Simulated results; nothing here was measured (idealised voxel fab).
The following is a process module called voxel self aligned vias.
It is cross-section cut that appears here, measuring 295 nm in width, its square cells being 5 nm in size.
Cross-section = grid of square cells, listed top down in bands; band = one or more rows.
Basically the band line says how high the top is and how high the bottom is, in nm, and then what's in it from left to right, every material with its width in nm. Empty space shows up as "air", and if a single material carries "throughout" it runs the full band edge to edge.
The level at which height equals 0 is the one under which the wafer, as it arrives, is entirely one material. No lower edge exists for the bottom band, which continues downward and is notated as in "z 0 and below".
The notation "30 to 40" denotes a width that varies across the rows of cells in the band, beginning at the first number in the top row, finishing at the second number in the bottom row, and changing by an identical amount from each row to the next.
Step marked "changes: none"? Then no cell in the cross-section changed in it.
In "Sealed voids" the enclosed voids are listed, meaning empty spaces of 8 cells or larger without any opening to the top. The form is width x height at distance, distance from the left edge, units nm.
Whatever follows a step's settings on its line is a remark the simulator itself makes about that step.
For masked steps, "overlay nm" on the step line gives how far right of plan the mask actually lay; a minus sign means it lay to the left.
**So here's the lineup of process steps we planned**
1,RECEIVE | material Si
2,CONFORMAL_DEP | material SiO2 | thk nm 15
3,CONFORMAL_DEP | material SiCN | thk nm 5
4,DIRECTIONAL_DEP | material SiO2 | thk nm 20
5,PATTERN | tone open | mask id LINES | material resist | width nm 20 | pitch nm 60 | thk nm 15 | overlay nm 0
6,DIRECTIONAL_ETCH | etch materials SiO2 | depth nm 20
7,STRIP | etch materials resist
8,CONFORMAL_DEP | material TiN | thk nm 5
9,FILL_DEP | material Ru | thk nm 5
10,CMP | height nm 40
11,SELECTIVE_ETCH | etch materials W Ru TiN | depth nm 5
12,FILL_DEP | material SiN | thk nm 5
13,CMP | height nm 40
14,DIRECTIONAL_DEP | material SiO2 | thk nm 20
15,PATTERN | tone open | mask id VIAS | material resist | width nm 30 | pitch nm 60 | thk nm 20 | overlay nm 0
16,DIRECTIONAL_ETCH | etch materials SiO2 | depth nm 20
17,DIRECTIONAL_ETCH | etch materials SiN | depth nm 5
18,STRIP | etch materials resist
19,CONFORMAL_DEP | material TiN | thk nm 5
20,FILL_DEP | material Cu | thk nm 10
21,CMP | height nm 60
22,CONFORMAL_DEP | material SiN | thk nm 5
**What follows covers the first of two wafers; it ran as planned**
**As received (post step 1): cross-section**
	z 0 and below | Si throughout
	Sealed voids: none
**Step 2 complete: cross-section through the wafer**
	z 15 to 0 | SiO2 throughout
	Everything below 0 is unchanged.
**Step 3 complete: cross-section through the wafer**
	z 20 to 15 | SiCN throughout
	Everything below 15 is unchanged.
**Step 4 complete: cross-section through the wafer**
	z 40 to 20 | SiO2 throughout
	Everything below 20 is unchanged.
**Step 5 complete: cross-section through the wafer**
	z 55 to 40 | resist=75  air=20  resist=40  air=20  resist=40  air=20  resist=80
	Everything below 40 is unchanged.
**Step 6 complete: cross-section through the wafer**
	z 55 to 40 | resist=75  air=20  resist=40  air=20  resist=40  air=20  resist=80
	z 40 to 20 | SiO2=75  air=20  SiO2=40  air=20  SiO2=40  air=20  SiO2=80
	Everything below 20 is unchanged.
**Step 7 complete: cross-section through the wafer**
	z 40 to 20 | SiO2=75  air=20  SiO2=40  air=20  SiO2=40  air=20  SiO2=80
	Everything below 20 is unchanged.
**Step 8 complete: cross-section through the wafer**
	z 45 to 40 | TiN=80  air=10  TiN=50  air=10  TiN=50  air=10  TiN=85
	z 40 to 25 | SiO2=75  TiN=5  air=10  TiN=5  SiO2=40  TiN=5  air=10  TiN=5  SiO2=40  TiN=5  air=10  TiN=5  SiO2=80
	z 25 to 20 | SiO2=75  TiN=20  SiO2=40  TiN=20  SiO2=40  TiN=20  SiO2=80
	Everything below 20 is unchanged.
**Step 9 complete: cross-section through the wafer**
	z 50 to 45 | Ru throughout
	z 45 to 40 | TiN=80  Ru=10  TiN=50  Ru=10  TiN=50  Ru=10  TiN=85
	z 40 to 25 | SiO2=75  TiN=5  Ru=10  TiN=5  SiO2=40  TiN=5  Ru=10  TiN=5  SiO2=40  TiN=5  Ru=10  TiN=5  SiO2=80
	Everything below 25 is unchanged.
**Step 10 complete: cross-section through the wafer**
	z 40 to 25 | SiO2=75  TiN=5  Ru=10  TiN=5  SiO2=40  TiN=5  Ru=10  TiN=5  SiO2=40  TiN=5  Ru=10  TiN=5  SiO2=80
	Everything below 25 is unchanged.
**Step 11 complete: cross-section through the wafer**
	z 40 to 35 | SiO2=75  air=20  SiO2=40  air=20  SiO2=40  air=20  SiO2=80
	Everything below 35 is unchanged.
**Step 12 complete: cross-section through the wafer**
	z 45 to 40 | SiN throughout
	z 40 to 35 | SiO2=75  SiN=20  SiO2=40  SiN=20  SiO2=40  SiN=20  SiO2=80
	Everything below 35 is unchanged.
**Step 13 complete: cross-section through the wafer**
	z 40 to 35 | SiO2=75  SiN=20  SiO2=40  SiN=20  SiO2=40  SiN=20  SiO2=80
	Everything below 35 is unchanged.
**Step 14 complete: cross-section through the wafer**
	z 60 to 40 | SiO2 throughout
	Everything below 40 is unchanged.
**Step 15 complete: cross-section through the wafer**
	z 80 to 60 | resist=70  air=30  resist=30  air=30  resist=30  air=30  resist=75
	Everything below 60 is unchanged.
**Step 16 complete: cross-section through the wafer**
	z 80 to 60 | resist=70  air=30  resist=30  air=30  resist=30  air=30  resist=75
	z 60 to 40 | SiO2=70  air=30  SiO2=30  air=30  SiO2=30  air=30  SiO2=75
	Everything below 40 is unchanged.
**Step 17 complete: cross-section through the wafer**
	z 80 to 60 | resist=70  air=30  resist=30  air=30  resist=30  air=30  resist=75
	z 60 to 40 | SiO2=70  air=30  SiO2=30  air=30  SiO2=30  air=30  SiO2=75
	z 40 to 35 | SiO2=75  air=20  SiO2=40  air=20  SiO2=40  air=20  SiO2=80
	Everything below 35 is unchanged.
**Step 18 complete: cross-section through the wafer**
	z 60 to 40 | SiO2=70  air=30  SiO2=30  air=30  SiO2=30  air=30  SiO2=75
	Everything below 40 is unchanged.
**Step 19 complete: cross-section through the wafer**
	z 65 to 60 | TiN=75  air=20  TiN=40  air=20  TiN=40  air=20  TiN=80
	z 60 to 45 | SiO2=70  TiN=5  air=20  TiN=5  SiO2=30  TiN=5  air=20  TiN=5  SiO2=30  TiN=5  air=20  TiN=5  SiO2=75
	z 45 to 40 | SiO2=70  TiN=10  air=10  TiN=10  SiO2=30  TiN=10  air=10  TiN=10  SiO2=30  TiN=10  air=10  TiN=10  SiO2=75
	z 40 to 35 | SiO2=75  TiN=20  SiO2=40  TiN=20  SiO2=40  TiN=20  SiO2=80
	Everything below 35 is unchanged.
**Step 20 complete: cross-section through the wafer**
	z 75 to 65 | Cu throughout
	z 65 to 60 | TiN=75  Cu=20  TiN=40  Cu=20  TiN=40  Cu=20  TiN=80
	z 60 to 45 | SiO2=70  TiN=5  Cu=20  TiN=5  SiO2=30  TiN=5  Cu=20  TiN=5  SiO2=30  TiN=5  Cu=20  TiN=5  SiO2=75
	z 45 to 40 | SiO2=70  TiN=10  Cu=10  TiN=10  SiO2=30  TiN=10  Cu=10  TiN=10  SiO2=30  TiN=10  Cu=10  TiN=10  SiO2=75
	Everything below 40 is unchanged.
**Step 21 complete: cross-section through the wafer**
	z 60 to 45 | SiO2=70  TiN=5  Cu=20  TiN=5  SiO2=30  TiN=5  Cu=20  TiN=5  SiO2=30  TiN=5  Cu=20  TiN=5  SiO2=75
	Everything below 45 is unchanged.
**Step 22 complete: cross-section through the wafer**
	z 65 to 60 | SiN throughout
	Everything below 60 is unchanged.
**The second wafer began exactly as the first did and followed the same plan, but one mistake was made while running it; through step 2 inclusive, the two wafers are identical**
**What the second wafer looks like in cross-section when step 3 should have wrapped up**
	z 35 to 0 | SiO2 throughout
	Everything below 0 is unchanged.
**What the second wafer looks like in cross-section when step 4 should have wrapped up**
	z 40 to 35 | SiCN throughout
	Everything below 35 is unchanged.
**What the second wafer looks like in cross-section when step 5 should have wrapped up**
	z 55 to 40 | resist=75  air=20  resist=40  air=20  resist=40  air=20  resist=80
	Everything below 40 is unchanged.
What the second wafer looks like in cross-section when step 6 should have wrapped up: changes: none
**What the second wafer looks like in cross-section when step 7 should have wrapped up**
	z 40 to 35 | SiCN throughout
	Everything below 35 is unchanged.
**What the second wafer looks like in cross-section when step 8 should have wrapped up**
	z 45 to 40 | TiN throughout
	Everything below 40 is unchanged.
**What the second wafer looks like in cross-section when step 9 should have wrapped up**
	z 50 to 45 | Ru throughout
	Everything below 45 is unchanged.
**What the second wafer looks like in cross-section when step 10 should have wrapped up**
	z 40 to 35 | SiCN throughout
	Everything below 35 is unchanged.
What the second wafer looks like in cross-section when step 11 should have wrapped up: changes: none
**What the second wafer looks like in cross-section when step 12 should have wrapped up**
	z 45 to 40 | SiN throughout
	Everything below 40 is unchanged.
**What the second wafer looks like in cross-section when step 13 should have wrapped up**
	z 40 to 35 | SiCN throughout
	Everything below 35 is unchanged.
**What the second wafer looks like in cross-section when step 14 should have wrapped up**
	z 60 to 40 | SiO2 throughout
	Everything below 40 is unchanged.
**What the second wafer looks like in cross-section when step 15 should have wrapped up**
	z 80 to 60 | resist=70  air=30  resist=30  air=30  resist=30  air=30  resist=75
	Everything below 60 is unchanged.
**What the second wafer looks like in cross-section when step 16 should have wrapped up**
	z 80 to 60 | resist=70  air=30  resist=30  air=30  resist=30  air=30  resist=75
	z 60 to 40 | SiO2=70  air=30  SiO2=30  air=30  SiO2=30  air=30  SiO2=75
	Everything below 40 is unchanged.
What the second wafer looks like in cross-section when step 17 should have wrapped up: changes: none
**What the second wafer looks like in cross-section when step 18 should have wrapped up**
	z 60 to 40 | SiO2=70  air=30  SiO2=30  air=30  SiO2=30  air=30  SiO2=75
	Everything below 40 is unchanged.
**What the second wafer looks like in cross-section when step 19 should have wrapped up**
	z 65 to 60 | TiN=75  air=20  TiN=40  air=20  TiN=40  air=20  TiN=80
	z 60 to 45 | SiO2=70  TiN=5  air=20  TiN=5  SiO2=30  TiN=5  air=20  TiN=5  SiO2=30  TiN=5  air=20  TiN=5  SiO2=75
	z 45 to 40 | SiO2=70  TiN=30  SiO2=30  TiN=30  SiO2=30  TiN=30  SiO2=75
	Everything below 40 is unchanged.
**What the second wafer looks like in cross-section when step 20 should have wrapped up**
	z 75 to 65 | Cu throughout
	z 65 to 60 | TiN=75  Cu=20  TiN=40  Cu=20  TiN=40  Cu=20  TiN=80
	z 60 to 45 | SiO2=70  TiN=5  Cu=20  TiN=5  SiO2=30  TiN=5  Cu=20  TiN=5  SiO2=30  TiN=5  Cu=20  TiN=5  SiO2=75
	Everything below 45 is unchanged.
**What the second wafer looks like in cross-section when step 21 should have wrapped up**
	z 60 to 45 | SiO2=70  TiN=5  Cu=20  TiN=5  SiO2=30  TiN=5  Cu=20  TiN=5  SiO2=30  TiN=5  Cu=20  TiN=5  SiO2=75
	Everything below 45 is unchanged.
**What the second wafer looks like in cross-section when step 22 should have wrapped up**
	z 65 to 60 | SiN throughout
	Everything below 60 is unchanged.
The plan and the run diverged here: the executed order of steps 3 and 4 is the reverse of that specified in the plan, each step having taken the other's position
Count the cells at the end and the second wafer has more or fewer of some materials than the first: Cu: 6 fewer, Ru: 12 fewer, SiO2: 48 more, TiN: 30 fewer
